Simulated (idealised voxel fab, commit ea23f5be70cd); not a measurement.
The following process module bears the name voxel self aligned contacts.
This is section cut - it's 205 nm across, gridded in 5 nm square cells.
Heads up, the way a cross-section reads in here is a grid of square cells, handed over as bands from the top down, with every band being one or more rows of cells.
Per band: top height and bottom height in nm, followed by the left-to-right materials and their widths in nm; "everywhere" marks a single material spanning edge to edge, "blank" marks empty space.
The reference from which all heights are counted is 0, the level beneath which the as-received wafer is entirely one material; the lowest band, having no lower bound, proceeds downward and is written after the example "from 0 down".
Note: "30->40" means the width goes from the first number (top row of the band) to the second number (bottom row) in equal steps per row of cells.
The designation "nothing different", where it is given for a processing step, indicates that no cell of the cross-section was altered in the course of that step.
Any empty space of 8 cells or more lacking an open way to the top shows up in "Fully sealed voids" as width x height at distance, distance from the left edge, in nm.
Where a step's line continues beyond its settings, the continuation is a remark by the simulator itself on that step.
The "overlay nm" setting may appear on a step's line; for a step that uses a mask, it gives how far to the right of its planned position the mask lay, and a negative value indicates the left.

The steps planned for the process are as follows
step 1: RECEIVE | material Si
step 2: OXIDIZE | depth nm 5
step 3: DIRECTIONAL_DEP | material polySi | thk nm 20
step 4: DIRECTIONAL_DEP | material SiN | thk nm 15
step 5: DIRECTIONAL_DEP | material aC | thk nm 10
step 6: PATTERN | tone cover | mask id GATE | material resist | width nm 30 | pitch nm 55 | thk nm 25 | overlay nm 0
step 7: DIRECTIONAL_ETCH | etch materials aC | depth nm 10
step 8: STRIP | etch materials resist
step 9: DIRECTIONAL_ETCH | etch materials SiN | depth nm 15
step 10: DIRECTIONAL_ETCH | etch materials polySi | depth nm 20
step 11: STRIP | etch materials aC
step 12: CONFORMAL_DEP | material SiN | thk nm 5
step 13: DIRECTIONAL_ETCH | etch materials SiN | depth nm 5
step 14: FILL_DEP | material SiO2 | thk nm 15
step 15: CMP | height nm 40
step 16: DIRECTIONAL_DEP | material aC | thk nm 10
step 17: PATTERN | tone open | mask id CONTACT | material resist | width nm 35 | pitch nm 55 | thk nm 30 | overlay nm 0
step 18: DIRECTIONAL_ETCH | etch materials aC | depth nm 10
step 19: STRIP | etch materials resist
step 20: DIRECTIONAL_ETCH | etch materials SiO2 | depth nm 45
step 21: STRIP | etch materials aC
step 22: CONFORMAL_DEP | material TiN | thk nm 5
step 23: FILL_DEP | material Ru | thk nm 10
step 24: CMP | height nm 40
step 25: CONFORMAL_DEP | material SiN | thk nm 5

As received (post step 1): cross-section
> from 0 down: Si everywhere
> Fully sealed voids: none

Below is the wafer in cross-section after the module was completed. It began from the starting point shown above and followed the plan shown above, except that one mistake was made while running it
> from 45 to 40: SiN everywhere
> from 40 to 35: SiO2 25 / SiN 40 / TiN 5 / Ru 5 / TiN 5 / SiN 40 / TiN 5 / Ru 5 / TiN 5 / SiN 40 / SiO2 30
> from 35 to 30: SiO2 25 / SiN 40 / TiN 15 / SiN 40 / TiN 15 / SiN 40 / SiO2 30
> from 30 to 20: SiN everywhere
> from 20 to 0: polySi everywhere
> from 0 to -5: SiO2 everywhere
> from -5 down: Si everywhere
> Fully sealed voids: none
Processing error: it should be noted that step 4 was executed with settings other than those planned, the operation and settings actually applied being DIRECTIONAL_DEP | material SiN | thk nm 25
